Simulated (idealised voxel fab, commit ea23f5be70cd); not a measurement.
Module name: voxel self aligned vias (process module)
This is section cut - it's 280 nm across, gridded in 5 nm square cells.
Bands, listed from the top down, are how a cross-section gets written in this document; the cross-section itself is a grid of square cells, and a band is one or more rows of them.
For a band, the entry starts with two heights in nm, that of the top and then that of the bottom, and carries on with the band's materials in order from left to right, each alongside its width in nm; the word "everywhere" beside a single material means it fills the band edge to edge, and "air" means empty space.
Ref level 0: as-received wafer is one material below here. Bottom band extends down with no lower bound ("0 -> down").
The notation "30..40" denotes a width that varies across the rows of cells in the band, beginning at the first number in the top row, finishing at the second number in the bottom row, and changing by an identical amount from each row to the next.
Key: "no change occurred" - step with no changed cell in the cross-section.
Under "Enclosed void inventory" you'll find the enclosed gaps, the ones with no way out to the top, that are 8 cells or bigger; each reads width x height at distance, with distance counted from the left edge, everything in nm.
Heads up: the bit after the settings on a step's line is the simulator's remark on that step.
A step line may carry the setting "overlay nm", which, for steps involving a mask, states the distance by which the mask lay to the right of its intended position; negative values denote displacement to the left.

## This section lists the process steps that were planned
1) RECEIVE: material Si
2) CONFORMAL_DEP: material SiO2, thk nm 10
3) CONFORMAL_DEP: material SiCN, thk nm 5
4) DIRECTIONAL_DEP: material SiO2, thk nm 30
5) MASKED_ETCH: tone open, mask id LINES, width nm 25, pitch nm 75, etch materials SiO2, depth nm 30, overlay nm 0
6) CONFORMAL_DEP: material TiN, thk nm 5
7) FILL_DEP: material W, thk nm 10
8) CMP: height nm 45
9) SELECTIVE_ETCH: etch materials W Ru TiN, depth nm 5
10) FILL_DEP: material SiN, thk nm 10
11) CMP: height nm 45
12) DIRECTIONAL_DEP: material SiO2, thk nm 15
13) PATTERN: tone open, mask id VIAS, material resist, width nm 45, thk nm 20, overlay nm -15
14) DIRECTIONAL_ETCH: etch materials SiO2, depth nm 15
15) DIRECTIONAL_ETCH: etch materials SiN, depth nm 5
16) STRIP: etch materials resist
17) CONFORMAL_DEP: material TiN, thk nm 5
18) FILL_DEP: material Cu, thk nm 10
19) CMP: height nm 60
20) CONFORMAL_DEP: material SiCN, thk nm 5
What sets these wafers apart? The overlay nm at step 13. They all start alike, and the plan carries the first wafer's value.

## Cross-sectional view of the first of several wafers in the as-received condition, corresponding to the state following step 1
0 -> down | Si everywhere
Enclosed void inventory: none

## Below is a per-wafer table. In it, each row describes the wafer at the end of the module by giving, for each material, the number of cells gained (+) or lost (-) since the wafer was received, and after that the closed voids of the wafer
overlay nm -15 | +16 Cu | +112 SiCN | +6 SiN | +529 SiO2 | +41 TiN | +24 W | Enclosed void inventory: none
overlay nm -10 | +17 Cu | +112 SiCN | +5 SiN | +529 SiO2 | +41 TiN | +24 W | Enclosed void inventory: none
overlay nm -5 | +17 Cu | +112 SiCN | +5 SiN | +529 SiO2 | +41 TiN | +24 W | Enclosed void inventory: none
overlay nm 0 | +17 Cu | +112 SiCN | +5 SiN | +529 SiO2 | +41 TiN | +24 W | Enclosed void inventory: none
overlay nm 5 | +17 Cu | +112 SiCN | +5 SiN | +529 SiO2 | +41 TiN | +24 W | Enclosed void inventory: none
overlay nm 10 | +17 Cu | +112 SiCN | +5 SiN | +529 SiO2 | +41 TiN | +24 W | Enclosed void inventory: none
overlay nm 15 | +16 Cu | +112 SiCN | +6 SiN | +529 SiO2 | +41 TiN | +24 W | Enclosed void inventory: none
